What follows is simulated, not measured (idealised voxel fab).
This section sets out a process module, namely voxel wiring stack.
The figure presents cross-section cut, which has a width of 235 nm and is divided into square cells with an edge length of 5 nm.
Cross-section format: a grid of square cells, given as bands from top to bottom; each band is one or more rows of cells. Per band: top height and bottom height in nm, followed by the left-to-right materials and their widths in nm; "full width" marks a single material spanning edge to edge, "air" marks empty space. Height 0 is the level under which the wafer as received is all one material. The lowest band goes on downwards, as in "from 0 down". Note: "30 to 40" means the width goes from the first number (top row of the band) to the second number (bottom row) in equal steps per row of cells. "no modification", as given for a step, is the statement that not any cell of the cross-section underwent a change during that step. The label "Closed void entries" introduces a list of the empty spaces, 8 cells or larger, that have no open way up to the top; each entry in it reads width x height at distance, where the distance is taken from the left edge and all three are stated in nm. Past the settings on a step's line: simulator remark, on that step. "overlay nm" on a masked step: distance the mask lay right of its planned place, negative for left.

# So here's the lineup of process steps we planned
1. RECEIVE with material Si
2. CONFORMAL_DEP with material SiO2, thk nm 10
3. DIRECTIONAL_DEP with material TiN, thk nm 5
4. DIRECTIONAL_DEP with material W, thk nm 15
5. MASKED_ETCH with tone cover, mask id METAL_1, width nm 20, pitch nm 50, etch materials W, depth nm 15, overlay nm 0
6. MASKED_ETCH with tone cover, mask id METAL_1, width nm 20, pitch nm 50, etch materials TiN, depth nm 5, overlay nm 0
7. FILL_DEP with material SiO2, thk nm 10
8. CMP with height nm 30
9. CONFORMAL_DEP with material SiCN, thk nm 5
10. DIRECTIONAL_DEP with material lowk, thk nm 25
11. MASKED_ETCH with tone open, mask id METAL_2, width nm 20, pitch nm 50, etch materials lowk, depth nm 15, overlay nm 0
12. PATTERN with tone open, mask id METAL_2_HOLES, material resist, width nm 15, pitch nm 50, thk nm 15, overlay nm 0
13. DIRECTIONAL_ETCH with etch materials lowk, depth nm 10
14. DIRECTIONAL_ETCH with etch materials SiCN, depth nm 5
15. STRIP with etch materials resist
16. CONFORMAL_DEP with material TiN, thk nm 5
17. FILL_DEP with material Ru, thk nm 5
18. CMP with height nm 60
19. CONFORMAL_DEP with material SiCN, thk nm 5
20. DIRECTIONAL_DEP with material SiO2, thk nm 20
21. MASKED_ETCH with tone open, mask id PLUG_2, width nm 15, pitch nm 100, etch materials SiO2, depth nm 20, overlay nm 0
22. MASKED_ETCH with tone open, mask id PLUG_2, width nm 15, pitch nm 100, etch materials SiCN, depth nm 5, overlay nm 0
23. CONFORMAL_DEP with material TiN, thk nm 5
24. FILL_DEP with material Cu, thk nm 5
25. CMP with height nm 85
26. CONFORMAL_DEP with material SiN, thk nm 5
27. DIRECTIONAL_DEP with material lowk, thk nm 20
28. DIRECTIONAL_DEP with material aC, thk nm 10
29. PATTERN with tone open, mask id METAL_3, material resist, width nm 20, pitch nm 50, thk nm 30, overlay nm 0
30. DIRECTIONAL_ETCH with etch materials aC, depth nm 10
31. STRIP with etch materials resist
32. DIRECTIONAL_ETCH with etch materials lowk, depth nm 20
33. DIRECTIONAL_ETCH with etch materials SiN, depth nm 5
34. STRIP with etch materials aC
35. CONFORMAL_DEP with material TiN, thk nm 5
36. FILL_DEP with material Cu, thk nm 5
37. CMP with height nm 110
38. EPI with material Ru, thk nm 5
39. FILL_DEP with material SiCN, thk nm 5

# Cross-sectional view of the wafer in its as-received condition, corresponding to the state after step 1
	from 0 down: Si full width
	Closed void entries: none

# First of two wafers, end-of-module section, run followed plan
	from 120 to 115: SiCN full width
	from 115 to 110: 25 SiCN, then 30 Ru, then 20 SiCN, then 30 Ru, then 20 SiCN, then 30 Ru, then 20 SiCN, then 30 Ru, then 30 SiCN
	from 110 to 90: 30 lowk, then 5 TiN, then 10 Cu, then 5 TiN, then 30 lowk, then 5 TiN, then 10 Cu, then 5 TiN, then 30 lowk, then 5 TiN, then 10 Cu, then 5 TiN, then 30 lowk, then 5 TiN, then 10 Cu, then 5 TiN, then 35 lowk
	from 90 to 85: 30 SiN, then 20 TiN, then 30 SiN, then 20 TiN, then 30 SiN, then 20 TiN, then 30 SiN, then 20 TiN, then 35 SiN
	from 85 to 65: 30 SiO2, then 5 TiN, then 5 Cu, then 5 TiN, then 85 SiO2, then 5 TiN, then 5 Cu, then 5 TiN, then 90 SiO2
	from 65 to 60: 30 SiCN, then 15 TiN, then 85 SiCN, then 15 TiN, then 90 SiCN
	from 60 to 50: 30 lowk, then 5 TiN, then 10 Ru, then 5 TiN, then 30 lowk, then 5 TiN, then 10 Ru, then 5 TiN, then 30 lowk, then 5 TiN, then 10 Ru, then 5 TiN, then 30 lowk, then 5 TiN, then 10 Ru, then 5 TiN, then 35 lowk
	from 50 to 45: 30 lowk, then 5 TiN, then 5 Ru, then 10 TiN, then 30 lowk, then 5 TiN, then 5 Ru, then 10 TiN, then 30 lowk, then 5 TiN, then 5 Ru, then 10 TiN, then 30 lowk, then 5 TiN, then 5 Ru, then 10 TiN, then 35 lowk
	from 45 to 35: 30 lowk, then 5 TiN, then 5 Ru, then 5 TiN, then 35 lowk, then 5 TiN, then 5 Ru, then 5 TiN, then 35 lowk, then 5 TiN, then 5 Ru, then 5 TiN, then 35 lowk, then 5 TiN, then 5 Ru, then 5 TiN, then 40 lowk
	from 35 to 30: 30 SiCN, then 15 TiN, then 35 SiCN, then 15 TiN, then 35 SiCN, then 15 TiN, then 35 SiCN, then 15 TiN, then 40 SiCN
	from 30 to 15: 30 SiO2, then 20 W, then 30 SiO2, then 20 W, then 30 SiO2, then 20 W, then 30 SiO2, then 20 W, then 35 SiO2
	from 15 to 10: 30 SiO2, then 20 TiN, then 30 SiO2, then 20 TiN, then 30 SiO2, then 20 TiN, then 30 SiO2, then 20 TiN, then 35 SiO2
	from 10 to 0: SiO2 full width
	from 0 down: Si full width
	Closed void entries: none

# Second wafer through the module, sectioned at the end: same beginning and same plan as the first wafer, with one mistake in carrying it out
	from 120 to 115: SiCN full width
	from 115 to 110: 25 SiCN, then 30 Ru, then 20 SiCN, then 30 Ru, then 20 SiCN, then 30 Ru, then 20 SiCN, then 30 Ru, then 30 SiCN
	from 110 to 90: 30 lowk, then 5 TiN, then 10 Cu, then 5 TiN, then 30 lowk, then 5 TiN, then 10 Cu, then 5 TiN, then 30 lowk, then 5 TiN, then 10 Cu, then 5 TiN, then 30 lowk, then 5 TiN, then 10 Cu, then 5 TiN, then 35 lowk
	from 90 to 85: 30 SiN, then 20 TiN, then 30 SiN, then 20 TiN, then 30 SiN, then 20 TiN, then 30 SiN, then 20 TiN, then 35 SiN
	from 85 to 65: 30 SiO2, then 5 TiN, then 5 Cu, then 5 TiN, then 85 SiO2, then 5 TiN, then 5 Cu, then 5 TiN, then 90 SiO2
	from 65 to 60: 30 SiCN, then 15 TiN, then 85 SiCN, then 15 TiN, then 90 SiCN
	from 60 to 55: Ru full width
	from 55 to 50: 35 TiN, then 10 Ru, then 40 TiN, then 10 Ru, then 40 TiN, then 10 Ru, then 40 TiN, then 10 Ru, then 40 TiN
	from 50 to 40: 30 lowk, then 5 TiN, then 10 Ru, then 5 TiN, then 30 lowk, then 5 TiN, then 10 Ru, then 5 TiN, then 30 lowk, then 5 TiN, then 10 Ru, then 5 TiN, then 30 lowk, then 5 TiN, then 10 Ru, then 5 TiN, then 35 lowk
	from 40 to 35: 30 lowk, then 5 TiN, then 5 Ru, then 10 TiN, then 30 lowk, then 5 TiN, then 5 Ru, then 10 TiN, then 30 lowk, then 5 TiN, then 5 Ru, then 10 TiN, then 30 lowk, then 5 TiN, then 5 Ru, then 10 TiN, then 35 lowk
	from 35 to 25: 30 lowk, then 5 TiN, then 5 Ru, then 5 TiN, then 35 lowk, then 5 TiN, then 5 Ru, then 5 TiN, then 35 lowk, then 5 TiN, then 5 Ru, then 5 TiN, then 35 lowk, then 5 TiN, then 5 Ru, then 5 TiN, then 40 lowk
	from 25 to 20: 30 SiCN, then 15 TiN, then 35 SiCN, then 15 TiN, then 35 SiCN, then 15 TiN, then 35 SiCN, then 15 TiN, then 40 SiCN
	from 20 to 15: 30 SiO2, then 20 W, then 30 SiO2, then 20 W, then 30 SiO2, then 20 W, then 30 SiO2, then 20 W, then 35 SiO2
	from 15 to 10: 30 SiO2, then 20 TiN, then 30 SiO2, then 20 TiN, then 30 SiO2, then 20 TiN, then 30 SiO2, then 20 TiN, then 35 SiO2
	from 10 to 0: SiO2 full width
	from 0 down: Si full width
	Closed void entries: none
Heads up, the wafer didn't run the way we planned it: the process deviated at step 8: the operation and settings actually run there were CMP with height nm 20
Once processing is complete, comparing cell counts shows that the second wafer has more or fewer of certain materials than the first: Ru: 55 more; SiO2: 62 fewer; TiN: 39 more; W: 32 fewer
